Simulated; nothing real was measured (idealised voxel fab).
Title: Process Module voxel capacitor over wiring
Square cell edge 5 nm, section width 275 nm, ID cut.
When this document writes out a cross-section, it uses a grid of square cells and lists it as bands, beginning at the top and moving down, with a band standing for one or more rows of cells.
The entry gives the band's vertical extent as a top height and a bottom height in nm, then its horizontal make-up as materials from left to right, each with a width in nm. "empty" stands for empty space; a single material marked "throughout" fills the band edge to edge.
Beneath 0, the wafer as received is one material, and that level is where height counting begins. The lowest band goes on downward without a bottom; it is written like "0 and below".
Width spec "30->40" -> top row of cells at first value, bottom row at second value, equal per-row change in between.
Where the words "left unchanged" appear for a step, the cross-section shows no cell changed by that step; every cell remained as before.
The list in "Trapped void list" covers empty spaces of 8 cells or more that cannot reach the top through any open way, and it gives each as width x height at distance; the distance is from the left edge, and width, height and distance are in nm.
That trailing text on a step's line, after the settings, is the simulator's own remark on the step.
"overlay nm" denotes, for a step that has a mask, the displacement of the mask to the right of its planned place, with negative values corresponding to the left.
Intended process steps
step 1: RECEIVE with material Si
step 2: CONFORMAL_DEP with material SiO2, thk nm 10
step 3: DIRECTIONAL_DEP with material TiN, thk nm 5
step 4: DIRECTIONAL_DEP with material W, thk nm 20
step 5: PATTERN with tone cover, mask id METAL_1, material resist, width nm 30, pitch nm 80, thk nm 20, overlay nm 0
step 6: DIRECTIONAL_ETCH with etch materials W, depth nm 20
step 7: DIRECTIONAL_ETCH with etch materials TiN, depth nm 5
step 8: STRIP with etch materials resist
step 9: FILL_DEP with material lowk, thk nm 10
step 10: CMP with height nm 35
step 11: CONFORMAL_DEP with material SiCN, thk nm 5
step 12: DIRECTIONAL_DEP with material SiO2, thk nm 15
step 13: MASKED_ETCH with tone open, mask id PLUG_1, width nm 15, etch materials SiO2, depth nm 15, overlay nm 0
step 14: MASKED_ETCH with tone open, mask id PLUG_1, width nm 15, etch materials SiCN, depth nm 5, overlay nm 0
step 15: EPI with material Ru, thk nm 10
step 16: EPI with material Ru, thk nm 10
step 17: DIRECTIONAL_DEP with material TiN, thk nm 5
step 18: DIRECTIONAL_DEP with material HfO2, thk nm 5
step 19: DIRECTIONAL_DEP with material TiN, thk nm 5
step 20: DIRECTIONAL_DEP with material aC, thk nm 10
step 21: PATTERN with tone cover, mask id UPPER_PLATE, material resist, width nm 55, thk nm 25, overlay nm 0
step 22: DIRECTIONAL_ETCH with etch materials aC, depth nm 10
step 23: STRIP with etch materials resist
step 24: DIRECTIONAL_ETCH with etch materials TiN, depth nm 5
step 25: DIRECTIONAL_ETCH with etch materials HfO2, depth nm 5
step 26: STRIP with etch materials aC
step 27: MASKED_ETCH with tone cover, mask id LOWER_PLATE, width nm 65, etch materials TiN, depth nm 5, overlay nm 0
step 28: FILL_DEP with material SiO2, thk nm 15
step 29: CMP with height nm 80
step 30: MASKED_ETCH with tone open, mask id PLUG_2, width nm 15, etch materials SiO2, depth nm 10, overlay nm 0
step 31: CONFORMAL_DEP with material TiN, thk nm 5
step 32: FILL_DEP with material Ru, thk nm 10
step 33: CMP with height nm 80
step 34: CONFORMAL_DEP with material SiN, thk nm 5
As received (post step 1): cross-section
0 and below = Si throughout
Trapped void list: none
Cross-sectional image of the first of two wafers at the end of the module, the run having proceeded as planned
85 down to 80 = SiN throughout
80 down to 75 = SiO2=105, then TiN=5, then Ru=5, then TiN=5, then SiO2=155
75 down to 65 = SiO2=105->95, then TiN=15->55, then SiO2=155->125
65 down to 60 = SiO2=95, then HfO2=55, then SiO2=125
60 down to 55 = SiO2=90, then TiN=65, then SiO2=120
55 down to 40 = SiO2=95, then Ru=15, then SiO2=165
40 down to 35 = SiCN=95, then Ru=15, then SiCN=165
35 down to 15 = lowk=80, then W=30, then lowk=50, then W=30, then lowk=85
15 down to 10 = lowk=80, then TiN=30, then lowk=50, then TiN=30, then lowk=85
10 down to 0 = SiO2 throughout
0 and below = Si throughout
Trapped void list: none
The second wafer, shown in cross-section after the module: started the same way as the first and given the same plan, yet one mistake crept into how it was run
85 down to 80 = SiN throughout
80 down to 75 = Ru=100, then TiN=5, then SiO2=15, then TiN=5, then Ru=150
75 down to 70 = TiN=105, then SiO2=15, then TiN=155
70 down to 65 = SiO2=95, then TiN=55, then SiO2=125
65 down to 60 = SiO2=95, then HfO2=55, then SiO2=125
60 down to 55 = SiO2=90, then TiN=65, then SiO2=120
55 down to 40 = SiO2=95, then Ru=15, then SiO2=165
40 down to 35 = SiCN=95, then Ru=15, then SiCN=165
35 down to 15 = lowk=80, then W=30, then lowk=50, then W=30, then lowk=85
15 down to 10 = lowk=80, then TiN=30, then lowk=50, then TiN=30, then lowk=85
10 down to 0 = SiO2 throughout
0 and below = Si throughout
Trapped void list: none
what went wrong: step 30 off recipe, ran as MASKED_ETCH with tone cover, mask id PLUG_2, width nm 15, etch materials SiO2, depth nm 10, overlay nm 0
In the final state, the cell counts of the second wafer exceed or fall short of those of the first for the following materials: Ru +49 | SiO2 -98 | TiN +49
